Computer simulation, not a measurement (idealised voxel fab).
Process module, titled voxel self aligned vias
FYI the section here is cut, 235 nm wide, cells are 5 nm squares.
A cross-section in this document is a grid of square cells, and it is written down as bands, the top band listed before the ones below it; a band is made up of one or more rows of cells.
Basically the band line says how high the top is and how high the bottom is, in nm, and then what's in it from left to right, every material with its width in nm. Empty space shows up as "air", and if a single material carries "everywhere" it runs the full band edge to edge.
The reference from which all heights are counted is 0, the level beneath which the as-received wafer is entirely one material; the lowest band, having no lower bound, proceeds downward and is written after the example "top 0, no bottom".
A two-number width, for instance "30->40", indicates that the width is equal to the first number in the top row of the band and to the second number in the bottom row, and that it changes by a constant amount per row of cells.
Key: "remained unchanged" - step with no changed cell in the cross-section.
The entry titled "Completely enclosed voids" provides the empty spaces that have no open way to the top, restricted to those of 8 cells or more. Each is presented as width x height at distance, the distance being measured from the left edge, with all three in nm.
Step line, after settings: the simulator's comment on this step.
"overlay nm" answers the question of how far to the right of plan the mask lay on a step that has a mask, and when it is negative the answer is to the left.

Process steps (planned)
- 1: RECEIVE with material Si
- 2: CONFORMAL_DEP with material SiO2, thk nm 10
- 3: CONFORMAL_DEP with material SiCN, thk nm 5
- 4: DIRECTIONAL_DEP with material lowk, thk nm 30
- 5: DIRECTIONAL_DEP with material aC, thk nm 10
- 6: PATTERN with tone open, mask id LINES, material resist, width nm 20, pitch nm 55, thk nm 30, overlay nm 0
- 7: DIRECTIONAL_ETCH with etch materials aC, depth nm 10
- 8: STRIP with etch materials resist
- 9: DIRECTIONAL_ETCH with etch materials lowk, depth nm 30
- 10: STRIP with etch materials aC
- 11: CONFORMAL_DEP with material TiN, thk nm 5
- 12: FILL_DEP with material Ru, thk nm 10
- 13: CMP with height nm 45
- 14: SELECTIVE_ETCH with etch materials W Ru TiN, depth nm 10
- 15: FILL_DEP with material SiN, thk nm 10
- 16: CMP with height nm 45
- 17: DIRECTIONAL_DEP with material lowk, thk nm 15
- 18: PATTERN with tone open, mask id VIAS, material resist, width nm 30, pitch nm 110, thk nm 15, overlay nm 0
- 19: DIRECTIONAL_ETCH with etch materials lowk, depth nm 15
- 20: DIRECTIONAL_ETCH with etch materials SiN, depth nm 10
- 21: STRIP with etch materials resist
- 22: CONFORMAL_DEP with material TiN, thk nm 5
- 23: FILL_DEP with material Cu, thk nm 5
- 24: CMP with height nm 60
- 25: CONFORMAL_DEP with material SiN, thk nm 5

Wafer as received: cross-section following step 1
top 0, no bottom | Si everywhere
Completely enclosed voids: none

First of two wafers, end-of-module section, run followed plan
top 65, bottom 60 | SiN everywhere
top 60, bottom 50 | 45 of lowk, 5 of TiN, 20 of Cu, 5 of TiN, 80 of lowk, 5 of TiN, 20 of Cu, 5 of TiN, 50 of lowk
top 50, bottom 45 | 45 of lowk, 10 of TiN, 10 of Cu, 10 of TiN, 80 of lowk, 10 of TiN, 10 of Cu, 10 of TiN, 50 of lowk
top 45, bottom 40 | 50 of lowk, 5 of TiN, 10 of Cu, 5 of TiN, 35 of lowk, 20 of SiN, 35 of lowk, 5 of TiN, 10 of Cu, 5 of TiN, 55 of lowk
top 40, bottom 35 | 50 of lowk, 20 of TiN, 35 of lowk, 20 of SiN, 35 of lowk, 20 of TiN, 55 of lowk
top 35, bottom 20 | 50 of lowk, 5 of TiN, 10 of Ru, 5 of TiN, 35 of lowk, 5 of TiN, 10 of Ru, 5 of TiN, 35 of lowk, 5 of TiN, 10 of Ru, 5 of TiN, 55 of lowk
top 20, bottom 15 | 50 of lowk, 20 of TiN, 35 of lowk, 20 of TiN, 35 of lowk, 20 of TiN, 55 of lowk
top 15, bottom 10 | SiCN everywhere
top 10, bottom 0 | SiO2 everywhere
top 0, no bottom | Si everywhere
Completely enclosed voids: none

Cross-section at end of module for the second wafer of two, which matched the first in starting point and plan and differed by one mistake in its processing
top 65, bottom 60 | SiN everywhere
top 60, bottom 50 | 45 of lowk, 5 of TiN, 20 of Cu, 5 of TiN, 80 of lowk, 5 of TiN, 20 of Cu, 5 of TiN, 50 of lowk
top 50, bottom 45 | 45 of lowk, 30 of TiN, 80 of lowk, 30 of TiN, 50 of lowk
top 45, bottom 35 | 45 of SiN, 5 of TiN, 20 of lowk, 5 of TiN, 30 of SiN, 20 of lowk, 30 of SiN, 5 of TiN, 20 of lowk, 5 of TiN, 50 of SiN
top 35, bottom 20 | 45 of Ru, 5 of TiN, 20 of lowk, 5 of TiN, 25 of Ru, 5 of TiN, 20 of lowk, 5 of TiN, 25 of Ru, 5 of TiN, 20 of lowk, 5 of TiN, 50 of Ru
top 20, bottom 15 | 50 of TiN, 20 of lowk, 35 of TiN, 20 of lowk, 35 of TiN, 20 of lowk, 55 of TiN
top 15, bottom 10 | SiCN everywhere
top 10, bottom 0 | SiO2 everywhere
top 0, no bottom | Si everywhere
Completely enclosed voids: none
Plan not followed: step 6 ran with different settings than intended, the actual operation and settings being PATTERN with tone cover, mask id LINES, material resist, width nm 20, pitch nm 55, thk nm 30, overlay nm 0
Wafer comparison, final, in cells, second relative to first, materials more or fewer: -8 Cu; +69 Ru; +54 SiN; +23 TiN; -138 lowk
